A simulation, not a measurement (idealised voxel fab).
voxel wiring stack: a process module
Displayed cross-section: cut, width of 210 nm, square cells sized 5 nm.
Notation: cross-section as square-cell grid; stated in bands, top first, going down; one or more cell rows per band.
Within each band entry, the heights of the top and of the bottom of the band appear first, in that order and in nm; the materials of the band then follow from left to right, each with its corresponding width in nm. The designation "throughout" on a single material indicates that it fills the band from edge to edge; the designation "empty" indicates empty space.
Measure heights from 0. That's the level where, below it, the as-received wafer is all one material. The lowest band is bottomless and extends downward; write it as in "z 0 and below".
The expression "30..40" gives the width at the extremes of the band, the first number at its top row of cells and the second at its bottom row, with the width changing by equal amounts from each row to the next in between.
"no alteration" means the step left every cell of the cross-section as it was.
"Closed internal voids": empty spaces of 8 cells or more with no open way to the top, each given as width x height at distance, distance from the left edge, all in nm.
Past the settings on a step's line: simulator remark, on that step.
A step's line can hold "overlay nm"; with a mask on that step, the setting says how far right of the planned place the mask lay, while a negative setting says it lay to the left.

The planned process steps are enumerated hereunder:
1: RECEIVE: material Si
2: CONFORMAL_DEP: material SiO2, thk nm 15
3: DIRECTIONAL_DEP: material TiN, thk nm 5
4: DIRECTIONAL_DEP: material W, thk nm 25
5: DIRECTIONAL_DEP: material aC, thk nm 10
6: PATTERN: tone cover, mask id METAL_1, material resist, width nm 30, pitch nm 50, thk nm 30, overlay nm 0
7: DIRECTIONAL_ETCH: etch materials aC, depth nm 10
8: STRIP: etch materials resist
9: DIRECTIONAL_ETCH: etch materials W, depth nm 25
10: DIRECTIONAL_ETCH: etch materials TiN, depth nm 5
11: STRIP: etch materials aC
12: CONFORMAL_DEP: material SiCN, thk nm 5
13: FILL_DEP: material lowk, thk nm 10
14: CMP: height nm 45
15: CONFORMAL_DEP: material SiCN, thk nm 5
16: DIRECTIONAL_DEP: material lowk, thk nm 20
17: DIRECTIONAL_DEP: material aC, thk nm 10
18: PATTERN: tone open, mask id PLUG_1, material resist, width nm 15, pitch nm 100, thk nm 25, overlay nm 0
19: DIRECTIONAL_ETCH: etch materials aC, depth nm 10
20: STRIP: etch materials resist
21: DIRECTIONAL_ETCH: etch materials lowk, depth nm 20
22: DIRECTIONAL_ETCH: etch materials SiCN, depth nm 5
23: STRIP: etch materials aC
24: EPI: material Ru, thk nm 10
25: EPI: material Ru, thk nm 10
26: EPI: material Ru, thk nm 5
27: CONFORMAL_DEP: material SiCN, thk nm 5
28: DIRECTIONAL_DEP: material SiO2, thk nm 25
29: PATTERN: tone open, mask id METAL_2, material resist, width nm 30, pitch nm 50, thk nm 20, overlay nm 0
30: DIRECTIONAL_ETCH: etch materials SiO2, depth nm 25
31: DIRECTIONAL_ETCH: etch materials SiCN, depth nm 5
32: STRIP: etch materials resist
33: CONFORMAL_DEP: material TiN, thk nm 5
34: FILL_DEP: material Ru, thk nm 10
35: CMP: height nm 100
36: CONFORMAL_DEP: material SiCN, thk nm 5
37: DIRECTIONAL_DEP: material SiO2, thk nm 30
38: PATTERN: tone open, mask id METAL_3, material resist, width nm 30, pitch nm 50, thk nm 20, overlay nm 0
39: DIRECTIONAL_ETCH: etch materials SiO2, depth nm 20
40: STRIP: etch materials resist
41: MASKED_ETCH: tone open, mask id METAL_3_HOLES, width nm 15, pitch nm 50, etch materials SiO2, depth nm 10, overlay nm 0
42: MASKED_ETCH: tone open, mask id METAL_3_HOLES, width nm 15, pitch nm 50, etch materials SiCN, depth nm 5, overlay nm 0
43: CONFORMAL_DEP: material TiN, thk nm 5
44: FILL_DEP: material Cu, thk nm 5
45: CMP: height nm 135
46: CONFORMAL_DEP: material SiCN, thk nm 5

As-received wafer cross-section (after step 1):
- z 0 and below: Si throughout
- Closed internal voids: none

Figure: cross-sectional view of the wafer upon completion of the module, processed from the initial state and according to the plan depicted above, with one error introduced during execution:
- z 140 to 135: SiCN throughout
- z 135 to 120: 40 of SiO2, 5 of TiN, 20 of Cu, 5 of TiN, 20 of SiO2, 5 of TiN, 20 of Cu, 5 of TiN, 20 of SiO2, 5 of TiN, 20 of Cu, 5 of TiN, 40 of SiO2
- z 120 to 115: 40 of SiO2, 5 of TiN, 5 of Cu, 20 of TiN, 20 of SiO2, 5 of TiN, 5 of Cu, 20 of TiN, 20 of SiO2, 5 of TiN, 5 of Cu, 20 of TiN, 40 of SiO2
- z 115 to 105: 40 of SiO2, 5 of TiN, 5 of Cu, 5 of TiN, 35 of SiO2, 5 of TiN, 5 of Cu, 5 of TiN, 35 of SiO2, 5 of TiN, 5 of Cu, 5 of TiN, 55 of SiO2
- z 105 to 100: 40 of SiCN, 15 of TiN, 35 of SiCN, 15 of TiN, 35 of SiCN, 15 of TiN, 55 of SiCN
- z 100 to 75: 40 of SiO2, 5 of TiN, 20 of Ru, 5 of TiN, 20 of SiO2, 5 of TiN, 20 of Ru, 5 of TiN, 20 of SiO2, 5 of TiN, 20 of Ru, 5 of TiN, 40 of SiO2
- z 75 to 70: 40 of SiCN, 30 of TiN, 20 of SiCN, 30 of TiN, 20 of SiCN, 30 of TiN, 40 of SiCN
- z 70 to 65: 45 of SiCN, 5 of TiN, 95 of SiCN, 5 of TiN, 60 of SiCN
- z 65 to 45: lowk throughout
- z 45 to 20: 35 of lowk, 5 of SiCN, 30 of W, 5 of SiCN, 10 of lowk, 5 of SiCN, 30 of W, 5 of SiCN, 10 of lowk, 5 of SiCN, 30 of W, 5 of SiCN, 35 of lowk
- z 20 to 15: 40 of SiCN, 30 of TiN, 20 of SiCN, 30 of TiN, 20 of SiCN, 30 of TiN, 40 of SiCN
- z 15 to 0: SiO2 throughout
- z 0 and below: Si throughout
- Closed internal voids: none
Error vs. plan: deviation from plan: step 16 and step 15 executed in one another's positions
